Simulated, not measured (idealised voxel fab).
process module | voxel wiring stack
cross-section cut | 175 nm wide | cells 5 nm
A cross-section is a grid of square cells, given in bands from the top down. A band is one or more rows of cells.
Each band's line starts with the height of the band's top and of its bottom, in nm. Then come its materials from left to right, each with its width in nm. One material with "throughout" fills the band from edge to edge. "air" is empty space.
Height 0 is the level under which the wafer as received is all one material. The lowest band goes on downwards, as in "0 down".
A width such as "30 to 40" changes by the same amount from each row of cells to the next, from the band's top row to its bottom row.
"no change" after a step means that no cell of the cross-section changed.
closed voids: empty space of 8 cells or more with no open way to the top, each as width x height at its distance from the left edge, in nm
after a step's settings: what the simulator itself notes on the step
overlay nm, on a step with a mask: how far to the right of its planned place the mask lay; to the left if negative
Each pair below shows a cross-section before one step and the cross-section after it, down to the lowest band that changed. The line under each pair gives the step between them, with its settings. The pairs can come from different runs of this module on the same starting wafer, so a pair continues from the pair above only where its "before" says so.
before
  0 down: Si throughout
  closed voids: none
after
  15 to 0: SiO2 throughout
  below 0: unchanged
  closed voids: none
the step between: op CONFORMAL_DEP | material SiO2 | thk nm 15
before: the cross-section after the pair above
after
  20 to 15: TiN throughout
  below 15: unchanged
  closed voids: none
the step between: op DIRECTIONAL_DEP | material TiN | thk nm 5
before: the cross-section after the pair above
after
  35 to 20: Ru throughout
  below 20: unchanged
  closed voids: none
the step between: op DIRECTIONAL_DEP | material Ru | thk nm 15
before: the cross-section after the pair above
after
  35 to 20: air 45 | Ru 25 | air 30 | Ru 25 | air 50
  below 20: unchanged
  closed voids: none
the step between: op MASKED_ETCH | tone cover | mask id METAL_1 | width nm 25 | pitch nm 55 | etch materials Ru | depth nm 15 | overlay nm 0
before: the cross-section after the pair above
after
  35 to 20: air 45 | Ru 25 | air 30 | Ru 25 | air 50
  20 to 15: air 45 | TiN 25 | air 30 | TiN 25 | air 50
  below 15: unchanged
  closed voids: none
the step between: op MASKED_ETCH | tone cover | mask id METAL_1 | width nm 25 | pitch nm 55 | etch materials TiN | depth nm 5 | overlay nm 0
before: the cross-section after the pair above
after
  40 to 35: lowk throughout
  35 to 20: lowk 45 | Ru 25 | lowk 30 | Ru 25 | lowk 50
  20 to 15: lowk 45 | TiN 25 | lowk 30 | TiN 25 | lowk 50
  below 15: unchanged
  closed voids: none
the step between: op FILL_DEP | material lowk | thk nm 5
before: the cross-section after the pair above
after
  35 to 20: lowk 45 | Ru 25 | lowk 30 | Ru 25 | lowk 50
  below 20: unchanged
  closed voids: none
the step between: op CMP | height nm 35
before: the cross-section after the pair above
after
  40 to 35: SiCN throughout
  below 35: unchanged
  closed voids: none
the step between: op CONFORMAL_DEP | material SiCN | thk nm 5
before: the cross-section after the pair above
after
  50 to 40: lowk throughout
  below 40: unchanged
  closed voids: none
the step between: op DIRECTIONAL_DEP | material lowk | thk nm 10
before: the cross-section after the pair above
after
  65 to 50: aC throughout
  below 50: unchanged
  closed voids: none
the step between: op DIRECTIONAL_DEP | material aC | thk nm 15
before: the cross-section after the pair above
after
  95 to 65: resist 45 | air 15 | resist 40 | air 15 | resist 60
  below 65: unchanged
  closed voids: none
the step between: op PATTERN | tone open | mask id PLUG_1 | material resist | width nm 15 | pitch nm 55 | thk nm 30 | overlay nm 0
before: the cross-section after the pair above
after
  80 to 65: resist 45 | air 15 | resist 40 | air 15 | resist 60
  65 to 50: aC 45 | air 15 | aC 40 | air 15 | aC 60
  below 50: unchanged
  closed voids: none
the step between: op DIRECTIONAL_ETCH | etch materials aC | depth nm 15
before: the cross-section after the pair above
after
  65 to 50: aC 45 | air 15 | aC 40 | air 15 | aC 60
  below 50: unchanged
  closed voids: none
the step between: op STRIP | etch materials resist
before: the cross-section after the pair above
after
  65 to 50: aC 45 | air 15 | aC 40 | air 15 | aC 60
  50 to 40: lowk 45 | air 15 | lowk 40 | air 15 | lowk 60
  below 40: unchanged
  closed voids: none
the step between: op DIRECTIONAL_ETCH | etch materials lowk | depth nm 10
before: the cross-section after the pair above
after
  65 to 50: aC 45 | air 15 | aC 40 | air 15 | aC 60
  50 to 40: lowk 45 | air 15 | lowk 40 | air 15 | lowk 60
  40 to 35: SiCN 45 | air 15 | SiCN 40 | air 15 | SiCN 60
  below 35: unchanged
  closed voids: none
the step between: op DIRECTIONAL_ETCH | etch materials SiCN | depth nm 5
before: the cross-section after the pair above
after
  50 to 40: lowk 45 | air 15 | lowk 40 | air 15 | lowk 60
  below 40: unchanged
  closed voids: none
the step between: op STRIP | etch materials aC
before: the cross-section after the pair above
after
  55 to 50: TiN 50 | air 5 | TiN 50 | air 5 | TiN 65
  50 to 40: lowk 45 | TiN 5 | air 5 | TiN 5 | lowk 40 | TiN 5 | air 5 | TiN 5 | lowk 60
  40 to 35: SiCN 45 | TiN 15 | SiCN 40 | TiN 15 | SiCN 60
  below 35: unchanged
  closed voids: none
the step between: op CONFORMAL_DEP | material TiN | thk nm 5
before: the cross-section after the pair above
after
  60 to 55: Ru throughout
  55 to 50: TiN 50 | Ru 5 | TiN 50 | Ru 5 | TiN 65
  50 to 40: lowk 45 | TiN 5 | Ru 5 | TiN 5 | lowk 40 | TiN 5 | Ru 5 | TiN 5 | lowk 60
  below 40: unchanged
  closed voids: none
the step between: op FILL_DEP | material Ru | thk nm 5
before: the cross-section after the pair above
after
  50 to 40: lowk 45 | TiN 5 | Ru 5 | TiN 5 | lowk 40 | TiN 5 | Ru 5 | TiN 5 | lowk 60
  below 40: unchanged
  closed voids: none
the step between: op CMP | height nm 50
before: the cross-section after the pair above
after
  55 to 50: SiCN throughout
  below 50: unchanged
  closed voids: none
the step between: op CONFORMAL_DEP | material SiCN | thk nm 5
before: the cross-section after the pair above
after
  70 to 55: SiO2 throughout
  below 55: unchanged
  closed voids: none
the step between: op DIRECTIONAL_DEP | material SiO2 | thk nm 15
before: the cross-section after the pair above
after
  85 to 70: resist 45 | air 25 | resist 30 | air 25 | resist 50
  below 70: unchanged
  closed voids: none
the step between: op PATTERN | tone open | mask id METAL_2 | material resist | width nm 25 | pitch nm 55 | thk nm 15 | overlay nm 0
before: the cross-section after the pair above
after
  85 to 70: resist 45 | air 25 | resist 30 | air 25 | resist 50
  70 to 55: SiO2 45 | air 25 | SiO2 30 | air 25 | SiO2 50
  below 55: unchanged
  closed voids: none
the step between: op DIRECTIONAL_ETCH | etch materials SiO2 | depth nm 15
before: the cross-section after the pair above
after
  85 to 70: resist 45 | air 25 | resist 30 | air 25 | resist 50
  70 to 55: SiO2 45 | air 25 | SiO2 30 | air 25 | SiO2 50
  55 to 50: SiCN 45 | air 25 | SiCN 30 | air 25 | SiCN 50
  below 50: unchanged
  closed voids: none
the step between: op DIRECTIONAL_ETCH | etch materials SiCN | depth nm 5
before: the cross-section after the pair above
after
  70 to 55: SiO2 45 | air 25 | SiO2 30 | air 25 | SiO2 50
  below 55: unchanged
  closed voids: none
the step between: op STRIP | etch materials resist
before: the cross-section after the pair above
after
  75 to 70: TiN 50 | air 15 | TiN 40 | air 15 | TiN 55
  70 to 55: SiO2 45 | TiN 5 | air 15 | TiN 5 | SiO2 30 | TiN 5 | air 15 | TiN 5 | SiO2 50
  55 to 50: SiCN 45 | TiN 25 | SiCN 30 | TiN 25 | SiCN 50
  below 50: unchanged
  closed voids: none
the step between: op CONFORMAL_DEP | material TiN | thk nm 5
before: the cross-section after the pair above
after
  80 to 75: Ru throughout
  75 to 70: TiN 50 | Ru 15 | TiN 40 | Ru 15 | TiN 55
  70 to 55: SiO2 45 | TiN 5 | Ru 15 | TiN 5 | SiO2 30 | TiN 5 | Ru 15 | TiN 5 | SiO2 50
  below 55: unchanged
  closed voids: none
the step between: op FILL_DEP | material Ru | thk nm 5
before: the cross-section after the pair above
after
  70 to 55: SiO2 45 | TiN 5 | Ru 15 | TiN 5 | SiO2 30 | TiN 5 | Ru 15 | TiN 5 | SiO2 50
  below 55: unchanged
  closed voids: none
the step between: op CMP | height nm 70
before: the cross-section after the pair above
after
  75 to 70: SiCN throughout
  below 70: unchanged
  closed voids: none
the step between: op CONFORMAL_DEP | material SiCN | thk nm 5
before: the cross-section after the pair above
after
  105 to 75: SiO2 throughout
  below 75: unchanged
  closed voids: none
the step between: op DIRECTIONAL_DEP | material SiO2 | thk nm 30
before: the cross-section after the pair above
after
  105 to 75: SiO2 45 | air 15 | SiO2 115
  below 75: unchanged
  closed voids: none
the step between: op MASKED_ETCH | tone open | mask id METAL_3_HOLES | width nm 15 | etch materials SiO2 | depth nm 30 | overlay nm 0
before: the cross-section after the pair above
after
  105 to 90: SiO2 45 | air 25 | SiO2 30 | air 25 | SiO2 50
  below 90: unchanged
  closed voids: none
the step between: op MASKED_ETCH | tone open | mask id METAL_3 | width nm 25 | pitch nm 55 | etch materials SiO2 | depth nm 15 | overlay nm 0
before: the cross-section after the pair above
after
  105 to 90: SiO2 45 | air 25 | SiO2 30 | air 25 | SiO2 50
  90 to 75: SiO2 45 | air 15 | SiO2 115
  75 to 70: SiCN 45 | air 15 | SiCN 115
  below 70: unchanged
  closed voids: none
the step between: op MASKED_ETCH | tone open | mask id METAL_3 | width nm 25 | pitch nm 55 | etch materials SiCN | depth nm 5 | overlay nm 0
before: the cross-section after the pair above
after
  110 to 105: TiN 50 | air 15 | TiN 40 | air 15 | TiN 55
  105 to 95: SiO2 45 | TiN 5 | air 15 | TiN 5 | SiO2 30 | TiN 5 | air 15 | TiN 5 | SiO2 50
  95 to 90: SiO2 45 | TiN 5 | air 5 | TiN 15 | SiO2 30 | TiN 25 | SiO2 50
  90 to 75: SiO2 45 | TiN 5 | air 5 | TiN 5 | SiO2 115
  75 to 70: SiCN 45 | TiN 15 | SiCN 115
  below 70: unchanged
  closed voids: none
the step between: op CONFORMAL_DEP | material TiN | thk nm 5
before: the cross-section after the pair above
after
  115 to 110: Ru throughout
  110 to 105: TiN 50 | Ru 15 | TiN 40 | Ru 15 | TiN 55
  105 to 95: SiO2 45 | TiN 5 | Ru 15 | TiN 5 | SiO2 30 | TiN 5 | Ru 15 | TiN 5 | SiO2 50
  95 to 90: SiO2 45 | TiN 5 | Ru 5 | TiN 15 | SiO2 30 | TiN 25 | SiO2 50
  90 to 75: SiO2 45 | TiN 5 | Ru 5 | TiN 5 | SiO2 115
  below 75: unchanged
  closed voids: none
the step between: op FILL_DEP | material Ru | thk nm 5
before: the cross-section after the pair above
after
  105 to 95: SiO2 45 | TiN 5 | Ru 15 | TiN 5 | SiO2 30 | TiN 5 | Ru 15 | TiN 5 | SiO2 50
  below 95: unchanged
  closed voids: none
the step between: op CMP | height nm 105
before: the cross-section after the pair above
after
  110 to 105: SiCN throughout
  below 105: unchanged
  closed voids: none
the step between: op CONFORMAL_DEP | material SiCN | thk nm 5
before
  15 to 0: SiO2 throughout
  0 down: Si throughout
  closed voids: none
after
  30 to 15: Ru throughout
  below 15: unchanged
  closed voids: none
the step between: op DIRECTIONAL_DEP | material Ru | thk nm 15
before: the cross-section after the pair above
after
  30 to 15: air 45 | Ru 25 | air 30 | Ru 25 | air 50
  below 15: unchanged
  closed voids: none
the step between: op MASKED_ETCH | tone cover | mask id METAL_1 | width nm 25 | pitch nm 55 | etch materials Ru | depth nm 15 | overlay nm 0
before: the cross-section after the pair above
after
  35 to 30: lowk throughout
  30 to 15: lowk 45 | Ru 25 | lowk 30 | Ru 25 | lowk 50
  below 15: unchanged
  closed voids: none
the step between: op FILL_DEP | material lowk | thk nm 5
before: the cross-section after the pair above
after
  40 to 35: SiCN throughout
  below 35: unchanged
  closed voids: none
the step between: op CONFORMAL_DEP | material SiCN | thk nm 5
before: the cross-section after the pair above
after
  50 to 40: lowk throughout
  below 40: unchanged
  closed voids: none
the step between: op DIRECTIONAL_DEP | material lowk | thk nm 10
before: the cross-section after the pair above
after
  65 to 50: aC throughout
  below 50: unchanged
  closed voids: none
the step between: op DIRECTIONAL_DEP | material aC | thk nm 15
before: the cross-section after the pair above
after
  95 to 65: resist 45 | air 15 | resist 40 | air 15 | resist 60
  below 65: unchanged
  closed voids: none
the step between: op PATTERN | tone open | mask id PLUG_1 | material resist | width nm 15 | pitch nm 55 | thk nm 30 | overlay nm 0
before: the cross-section after the pair above
after
  80 to 65: resist 45 | air 15 | resist 40 | air 15 | resist 60
  65 to 50: aC 45 | air 15 | aC 40 | air 15 | aC 60
  below 50: unchanged
  closed voids: none
the step between: op DIRECTIONAL_ETCH | etch materials aC | depth nm 15
before: the cross-section after the pair above
after
  65 to 50: aC 45 | air 15 | aC 40 | air 15 | aC 60
  below 50: unchanged
  closed voids: none
the step between: op STRIP | etch materials resist
before: the cross-section after the pair above
after
  65 to 50: aC 45 | air 15 | aC 40 | air 15 | aC 60
  50 to 40: lowk 45 | air 15 | lowk 40 | air 15 | lowk 60
  below 40: unchanged
  closed voids: none
the step between: op DIRECTIONAL_ETCH | etch materials lowk | depth nm 10
before: the cross-section after the pair above
after
  65 to 50: aC 45 | air 15 | aC 40 | air 15 | aC 60
  50 to 40: lowk 45 | air 15 | lowk 40 | air 15 | lowk 60
  40 to 35: SiCN 45 | air 15 | SiCN 40 | air 15 | SiCN 60
  below 35: unchanged
  closed voids: none
the step between: op DIRECTIONAL_ETCH | etch materials SiCN | depth nm 5
before: the cross-section after the pair above
after
  50 to 40: lowk 45 | air 15 | lowk 40 | air 15 | lowk 60
  below 40: unchanged
  closed voids: none
the step between: op STRIP | etch materials aC
before: the cross-section after the pair above
after
  55 to 50: TiN 50 | air 5 | TiN 50 | air 5 | TiN 65
  50 to 40: lowk 45 | TiN 5 | air 5 | TiN 5 | lowk 40 | TiN 5 | air 5 | TiN 5 | lowk 60
  40 to 35: SiCN 45 | TiN 15 | SiCN 40 | TiN 15 | SiCN 60
  below 35: unchanged
  closed voids: none
the step between: op CONFORMAL_DEP | material TiN | thk nm 5
before: the cross-section after the pair above
after
  60 to 55: Ru throughout
  55 to 50: TiN 50 | Ru 5 | TiN 50 | Ru 5 | TiN 65
  50 to 40: lowk 45 | TiN 5 | Ru 5 | TiN 5 | lowk 40 | TiN 5 | Ru 5 | TiN 5 | lowk 60
  below 40: unchanged
  closed voids: none
the step between: op FILL_DEP | material Ru | thk nm 5
before: the cross-section after the pair above
after
  50 to 40: lowk 45 | TiN 5 | Ru 5 | TiN 5 | lowk 40 | TiN 5 | Ru 5 | TiN 5 | lowk 60
  below 40: unchanged
  closed voids: none
the step between: op CMP | height nm 50
before: the cross-section after the pair above
after
  55 to 50: SiCN throughout
  below 50: unchanged
  closed voids: none
the step between: op CONFORMAL_DEP | material SiCN | thk nm 5
before: the cross-section after the pair above
after
  70 to 55: SiO2 throughout
  below 55: unchanged
  closed voids: none
the step between: op DIRECTIONAL_DEP | material SiO2 | thk nm 15
before: the cross-section after the pair above
after
  85 to 70: resist 45 | air 25 | resist 30 | air 25 | resist 50
  below 70: unchanged
  closed voids: none
the step between: op PATTERN | tone open | mask id METAL_2 | material resist | width nm 25 | pitch nm 55 | thk nm 15 | overlay nm 0
before: the cross-section after the pair above
after
  85 to 70: resist 45 | air 25 | resist 30 | air 25 | resist 50
  70 to 55: SiO2 45 | air 25 | SiO2 30 | air 25 | SiO2 50
  below 55: unchanged
  closed voids: none
the step between: op DIRECTIONAL_ETCH | etch materials SiO2 | depth nm 15
before: the cross-section after the pair above
after
  85 to 70: resist 45 | air 25 | resist 30 | air 25 | resist 50
  70 to 55: SiO2 45 | air 25 | SiO2 30 | air 25 | SiO2 50
  55 to 50: SiCN 45 | air 25 | SiCN 30 | air 25 | SiCN 50
  below 50: unchanged
  closed voids: none
the step between: op DIRECTIONAL_ETCH | etch materials SiCN | depth nm 5
before: the cross-section after the pair above
after
  70 to 55: SiO2 45 | air 25 | SiO2 30 | air 25 | SiO2 50
  below 55: unchanged
  closed voids: none
the step between: op STRIP | etch materials resist
before: the cross-section after the pair above
after
  75 to 70: TiN 50 | air 15 | TiN 40 | air 15 | TiN 55
  70 to 55: SiO2 45 | TiN 5 | air 15 | TiN 5 | SiO2 30 | TiN 5 | air 15 | TiN 5 | SiO2 50
  55 to 50: SiCN 45 | TiN 25 | SiCN 30 | TiN 25 | SiCN 50
  below 50: unchanged
  closed voids: none
the step between: op CONFORMAL_DEP | material TiN | thk nm 5
before: the cross-section after the pair above
after
  80 to 75: Ru throughout
  75 to 70: TiN 50 | Ru 15 | TiN 40 | Ru 15 | TiN 55
  70 to 55: SiO2 45 | TiN 5 | Ru 15 | TiN 5 | SiO2 30 | TiN 5 | Ru 15 | TiN 5 | SiO2 50
  below 55: unchanged
  closed voids: none
the step between: op FILL_DEP | material Ru | thk nm 5
before: the cross-section after the pair above
after
  70 to 55: SiO2 45 | TiN 5 | Ru 15 | TiN 5 | SiO2 30 | TiN 5 | Ru 15 | TiN 5 | SiO2 50
  below 55: unchanged
  closed voids: none
the step between: op CMP | height nm 70
before: the cross-section after the pair above
after
  75 to 70: SiCN throughout
  below 70: unchanged
  closed voids: none
the step between: op CONFORMAL_DEP | material SiCN | thk nm 5
before: the cross-section after the pair above
after
  105 to 75: SiO2 throughout
  below 75: unchanged
  closed voids: none
the step between: op DIRECTIONAL_DEP | material SiO2 | thk nm 30
before: the cross-section after the pair above
after
  105 to 75: SiO2 45 | air 15 | SiO2 115
  below 75: unchanged
  closed voids: none
the step between: op MASKED_ETCH | tone open | mask id METAL_3_HOLES | width nm 15 | etch materials SiO2 | depth nm 30 | overlay nm 0
before: the cross-section after the pair above
after
  105 to 90: SiO2 45 | air 25 | SiO2 30 | air 25 | SiO2 50
  below 90: unchanged
  closed voids: none
the step between: op MASKED_ETCH | tone open | mask id METAL_3 | width nm 25 | pitch nm 55 | etch materials SiO2 | depth nm 15 | overlay nm 0
before: the cross-section after the pair above
after
  105 to 90: SiO2 45 | air 25 | SiO2 30 | air 25 | SiO2 50
  90 to 75: SiO2 45 | air 15 | SiO2 115
  75 to 70: SiCN 45 | air 15 | SiCN 115
  below 70: unchanged
  closed voids: none
the step between: op MASKED_ETCH | tone open | mask id METAL_3 | width nm 25 | pitch nm 55 | etch materials SiCN | depth nm 5 | overlay nm 0
before: the cross-section after the pair above
after
  110 to 105: TiN 50 | air 15 | TiN 40 | air 15 | TiN 55
  105 to 95: SiO2 45 | TiN 5 | air 15 | TiN 5 | SiO2 30 | TiN 5 | air 15 | TiN 5 | SiO2 50
  95 to 90: SiO2 45 | TiN 5 | air 5 | TiN 15 | SiO2 30 | TiN 25 | SiO2 50
  90 to 75: SiO2 45 | TiN 5 | air 5 | TiN 5 | SiO2 115
  75 to 70: SiCN 45 | TiN 15 | SiCN 115
  below 70: unchanged
  closed voids: none
the step between: op CONFORMAL_DEP | material TiN | thk nm 5
before: the cross-section after the pair above
after
  115 to 110: Ru throughout
  110 to 105: TiN 50 | Ru 15 | TiN 40 | Ru 15 | TiN 55
  105 to 95: SiO2 45 | TiN 5 | Ru 15 | TiN 5 | SiO2 30 | TiN 5 | Ru 15 | TiN 5 | SiO2 50
  95 to 90: SiO2 45 | TiN 5 | Ru 5 | TiN 15 | SiO2 30 | TiN 25 | SiO2 50
  90 to 75: SiO2 45 | TiN 5 | Ru 5 | TiN 5 | SiO2 115
  below 75: unchanged
  closed voids: none
the step between: op FILL_DEP | material Ru | thk nm 5
before: the cross-section after the pair above
after
  105 to 95: SiO2 45 | TiN 5 | Ru 15 | TiN 5 | SiO2 30 | TiN 5 | Ru 15 | TiN 5 | SiO2 50
  below 95: unchanged
  closed voids: none
the step between: op CMP | height nm 105
before: the cross-section after the pair above
after
  110 to 105: SiCN throughout
  below 105: unchanged
  closed voids: none
the step between: op CONFORMAL_DEP | material SiCN | thk nm 5
before
  15 to 0: SiO2 throughout
  0 down: Si throughout
  closed voids: none
after
  30 to 0: SiO2 throughout
  below 0: unchanged
  closed voids: none
the step between: op CONFORMAL_DEP | material SiO2 | thk nm 15
before: the cross-section after the pair above
after
  35 to 30: TiN throughout
  below 30: unchanged
  closed voids: none
the step between: op DIRECTIONAL_DEP | material TiN | thk nm 5
before: the cross-section after the pair above
after
  50 to 35: Ru throughout
  below 35: unchanged
  closed voids: none
the step between: op DIRECTIONAL_DEP | material Ru | thk nm 15
before: the cross-section after the pair above
after
  50 to 35: air 45 | Ru 25 | air 30 | Ru 25 | air 50
  below 35: unchanged
  closed voids: none
the step between: op MASKED_ETCH | tone cover | mask id METAL_1 | width nm 25 | pitch nm 55 | etch materials Ru | depth nm 15 | overlay nm 0
before: the cross-section after the pair above
after
  50 to 35: air 45 | Ru 25 | air 30 | Ru 25 | air 50
  35 to 30: air 45 | TiN 25 | air 30 | TiN 25 | air 50
  below 30: unchanged
  closed voids: none
the step between: op MASKED_ETCH | tone cover | mask id METAL_1 | width nm 25 | pitch nm 55 | etch materials TiN | depth nm 5 | overlay nm 0
before: the cross-section after the pair above
after
  55 to 50: lowk throughout
  50 to 35: lowk 45 | Ru 25 | lowk 30 | Ru 25 | lowk 50
  35 to 30: lowk 45 | TiN 25 | lowk 30 | TiN 25 | lowk 50
  below 30: unchanged
  closed voids: none
the step between: op FILL_DEP | material lowk | thk nm 5
before: the cross-section after the pair above
after
  35 to 30: lowk 45 | TiN 25 | lowk 30 | TiN 25 | lowk 50
  below 30: unchanged
  closed voids: none
the step between: op CMP | height nm 35
before: the cross-section after the pair above
after
  40 to 35: SiCN throughout
  below 35: unchanged
  closed voids: none
the step between: op CONFORMAL_DEP | material SiCN | thk nm 5
before: the cross-section after the pair above
after
  50 to 40: lowk throughout
  below 40: unchanged
  closed voids: none
the step between: op DIRECTIONAL_DEP | material lowk | thk nm 10
before: the cross-section after the pair above
after
  65 to 50: aC throughout
  below 50: unchanged
  closed voids: none
the step between: op DIRECTIONAL_DEP | material aC | thk nm 15
before: the cross-section after the pair above
after
  95 to 65: resist 45 | air 15 | resist 40 | air 15 | resist 60
  below 65: unchanged
  closed voids: none
the step between: op PATTERN | tone open | mask id PLUG_1 | material resist | width nm 15 | pitch nm 55 | thk nm 30 | overlay nm 0
before: the cross-section after the pair above
after
  80 to 65: resist 45 | air 15 | resist 40 | air 15 | resist 60
  65 to 50: aC 45 | air 15 | aC 40 | air 15 | aC 60
  below 50: unchanged
  closed voids: none
the step between: op DIRECTIONAL_ETCH | etch materials aC | depth nm 15
before: the cross-section after the pair above
after
  65 to 50: aC 45 | air 15 | aC 40 | air 15 | aC 60
  below 50: unchanged
  closed voids: none
the step between: op STRIP | etch materials resist
before: the cross-section after the pair above
after
  65 to 50: aC 45 | air 15 | aC 40 | air 15 | aC 60
  50 to 40: lowk 45 | air 15 | lowk 40 | air 15 | lowk 60
  below 40: unchanged
  closed voids: none
the step between: op DIRECTIONAL_ETCH | etch materials lowk | depth nm 10
before: the cross-section after the pair above
after
  65 to 50: aC 45 | air 15 | aC 40 | air 15 | aC 60
  50 to 40: lowk 45 | air 15 | lowk 40 | air 15 | lowk 60
  40 to 35: SiCN 45 | air 15 | SiCN 40 | air 15 | SiCN 60
  below 35: unchanged
  closed voids: none
the step between: op DIRECTIONAL_ETCH | etch materials SiCN | depth nm 5
before: the cross-section after the pair above
after
  50 to 40: lowk 45 | air 15 | lowk 40 | air 15 | lowk 60
  below 40: unchanged
  closed voids: none
the step between: op STRIP | etch materials aC
before: the cross-section after the pair above
after
  55 to 50: TiN 50 | air 5 | TiN 50 | air 5 | TiN 65
  50 to 40: lowk 45 | TiN 5 | air 5 | TiN 5 | lowk 40 | TiN 5 | air 5 | TiN 5 | lowk 60
  40 to 35: SiCN 45 | TiN 15 | SiCN 40 | TiN 15 | SiCN 60
  below 35: unchanged
  closed voids: none
the step between: op CONFORMAL_DEP | material TiN | thk nm 5
before: the cross-section after the pair above
after
  60 to 55: Ru throughout
  55 to 50: TiN 50 | Ru 5 | TiN 50 | Ru 5 | TiN 65
  50 to 40: lowk 45 | TiN 5 | Ru 5 | TiN 5 | lowk 40 | TiN 5 | Ru 5 | TiN 5 | lowk 60
  below 40: unchanged
  closed voids: none
the step between: op FILL_DEP | material Ru | thk nm 5
before: the cross-section after the pair above
after
  50 to 40: lowk 45 | TiN 5 | Ru 5 | TiN 5 | lowk 40 | TiN 5 | Ru 5 | TiN 5 | lowk 60
  below 40: unchanged
  closed voids: none
the step between: op CMP | height nm 50
before: the cross-section after the pair above
after
  55 to 50: SiCN throughout
  below 50: unchanged
  closed voids: none
the step between: op CONFORMAL_DEP | material SiCN | thk nm 5
before: the cross-section after the pair above
after
  70 to 55: SiO2 throughout
  below 55: unchanged
  closed voids: none
the step between: op DIRECTIONAL_DEP | material SiO2 | thk nm 15
before: the cross-section after the pair above
after
  85 to 70: resist 45 | air 25 | resist 30 | air 25 | resist 50
  below 70: unchanged
  closed voids: none
the step between: op PATTERN | tone open | mask id METAL_2 | material resist | width nm 25 | pitch nm 55 | thk nm 15 | overlay nm 0
before: the cross-section after the pair above
after
  85 to 70: resist 45 | air 25 | resist 30 | air 25 | resist 50
  70 to 55: SiO2 45 | air 25 | SiO2 30 | air 25 | SiO2 50
  below 55: unchanged
  closed voids: none
the step between: op DIRECTIONAL_ETCH | etch materials SiO2 | depth nm 15
before: the cross-section after the pair above
after
  85 to 70: resist 45 | air 25 | resist 30 | air 25 | resist 50
  70 to 55: SiO2 45 | air 25 | SiO2 30 | air 25 | SiO2 50
  55 to 50: SiCN 45 | air 25 | SiCN 30 | air 25 | SiCN 50
  below 50: unchanged
  closed voids: none
the step between: op DIRECTIONAL_ETCH | etch materials SiCN | depth nm 5
before: the cross-section after the pair above
after
  70 to 55: SiO2 45 | air 25 | SiO2 30 | air 25 | SiO2 50
  below 55: unchanged
  closed voids: none
the step between: op STRIP | etch materials resist
before: the cross-section after the pair above
after
  75 to 70: TiN 50 | air 15 | TiN 40 | air 15 | TiN 55
  70 to 55: SiO2 45 | TiN 5 | air 15 | TiN 5 | SiO2 30 | TiN 5 | air 15 | TiN 5 | SiO2 50
  55 to 50: SiCN 45 | TiN 25 | SiCN 30 | TiN 25 | SiCN 50
  below 50: unchanged
  closed voids: none
the step between: op CONFORMAL_DEP | material TiN | thk nm 5
before: the cross-section after the pair above
after
  80 to 75: Ru throughout
  75 to 70: TiN 50 | Ru 15 | TiN 40 | Ru 15 | TiN 55
  70 to 55: SiO2 45 | TiN 5 | Ru 15 | TiN 5 | SiO2 30 | TiN 5 | Ru 15 | TiN 5 | SiO2 50
  below 55: unchanged
  closed voids: none
the step between: op FILL_DEP | material Ru | thk nm 5
before: the cross-section after the pair above
after
  70 to 55: SiO2 45 | TiN 5 | Ru 15 | TiN 5 | SiO2 30 | TiN 5 | Ru 15 | TiN 5 | SiO2 50
  below 55: unchanged
  closed voids: none
the step between: op CMP | height nm 70
before: the cross-section after the pair above
after
  75 to 70: SiCN throughout
  below 70: unchanged
  closed voids: none
the step between: op CONFORMAL_DEP | material SiCN | thk nm 5
before: the cross-section after the pair above
after
  105 to 75: SiO2 throughout
  below 75: unchanged
  closed voids: none
the step between: op DIRECTIONAL_DEP | material SiO2 | thk nm 30
before: the cross-section after the pair above
after
  105 to 75: SiO2 45 | air 15 | SiO2 115
  below 75: unchanged
  closed voids: none
the step between: op MASKED_ETCH | tone open | mask id METAL_3_HOLES | width nm 15 | etch materials SiO2 | depth nm 30 | overlay nm 0
before: the cross-section after the pair above
after
  105 to 90: SiO2 45 | air 25 | SiO2 30 | air 25 | SiO2 50
  below 90: unchanged
  closed voids: none
the step between: op MASKED_ETCH | tone open | mask id METAL_3 | width nm 25 | pitch nm 55 | etch materials SiO2 | depth nm 15 | overlay nm 0
before: the cross-section after the pair above
after
  105 to 90: SiO2 45 | air 25 | SiO2 30 | air 25 | SiO2 50
  90 to 75: SiO2 45 | air 15 | SiO2 115
  75 to 70: SiCN 45 | air 15 | SiCN 115
  below 70: unchanged
  closed voids: none
the step between: op MASKED_ETCH | tone open | mask id METAL_3 | width nm 25 | pitch nm 55 | etch materials SiCN | depth nm 5 | overlay nm 0
before: the cross-section after the pair above
after
  110 to 105: TiN 50 | air 15 | TiN 40 | air 15 | TiN 55
  105 to 95: SiO2 45 | TiN 5 | air 15 | TiN 5 | SiO2 30 | TiN 5 | air 15 | TiN 5 | SiO2 50
  95 to 90: SiO2 45 | TiN 5 | air 5 | TiN 15 | SiO2 30 | TiN 25 | SiO2 50
  90 to 75: SiO2 45 | TiN 5 | air 5 | TiN 5 | SiO2 115
  75 to 70: SiCN 45 | TiN 15 | SiCN 115
  below 70: unchanged
  closed voids: none
the step between: op CONFORMAL_DEP | material TiN | thk nm 5
before: the cross-section after the pair above
after
  115 to 110: Ru throughout
  110 to 105: TiN 50 | Ru 15 | TiN 40 | Ru 15 | TiN 55
  105 to 95: SiO2 45 | TiN 5 | Ru 15 | TiN 5 | SiO2 30 | TiN 5 | Ru 15 | TiN 5 | SiO2 50
  95 to 90: SiO2 45 | TiN 5 | Ru 5 | TiN 15 | SiO2 30 | TiN 25 | SiO2 50
  90 to 75: SiO2 45 | TiN 5 | Ru 5 | TiN 5 | SiO2 115
  below 75: unchanged
  closed voids: none
the step between: op FILL_DEP | material Ru | thk nm 5
before: the cross-section after the pair above
after
  105 to 95: SiO2 45 | TiN 5 | Ru 15 | TiN 5 | SiO2 30 | TiN 5 | Ru 15 | TiN 5 | SiO2 50
  below 95: unchanged
  closed voids: none
the step between: op CMP | height nm 105
before: the cross-section after the pair above
after
  110 to 105: SiCN throughout
  below 105: unchanged
  closed voids: none
the step between: op CONFORMAL_DEP | material SiCN | thk nm 5
before
  0 down: Si throughout
  closed voids: none
after
  5 to 0: TiN throughout
  below 0: unchanged
  closed voids: none
the step between: op DIRECTIONAL_DEP | material TiN | thk nm 5
before: the cross-section after the pair above
after
  20 to 5: SiO2 throughout
  below 5: unchanged
  closed voids: none
the step between: op CONFORMAL_DEP | material SiO2 | thk nm 15
before: the cross-section after the pair above
after
  35 to 20: Ru throughout
  below 20: unchanged
  closed voids: none
the step between: op DIRECTIONAL_DEP | material Ru | thk nm 15
before: the cross-section after the pair above
after
  35 to 20: air 45 | Ru 25 | air 30 | Ru 25 | air 50
  below 20: unchanged
  closed voids: none
the step between: op MASKED_ETCH | tone cover | mask id METAL_1 | width nm 25 | pitch nm 55 | etch materials Ru | depth nm 15 | overlay nm 0
before: the cross-section after the pair above
after
  40 to 35: lowk throughout
  35 to 20: lowk 45 | Ru 25 | lowk 30 | Ru 25 | lowk 50
  below 20: unchanged
  closed voids: none
the step between: op FILL_DEP | material lowk | thk nm 5
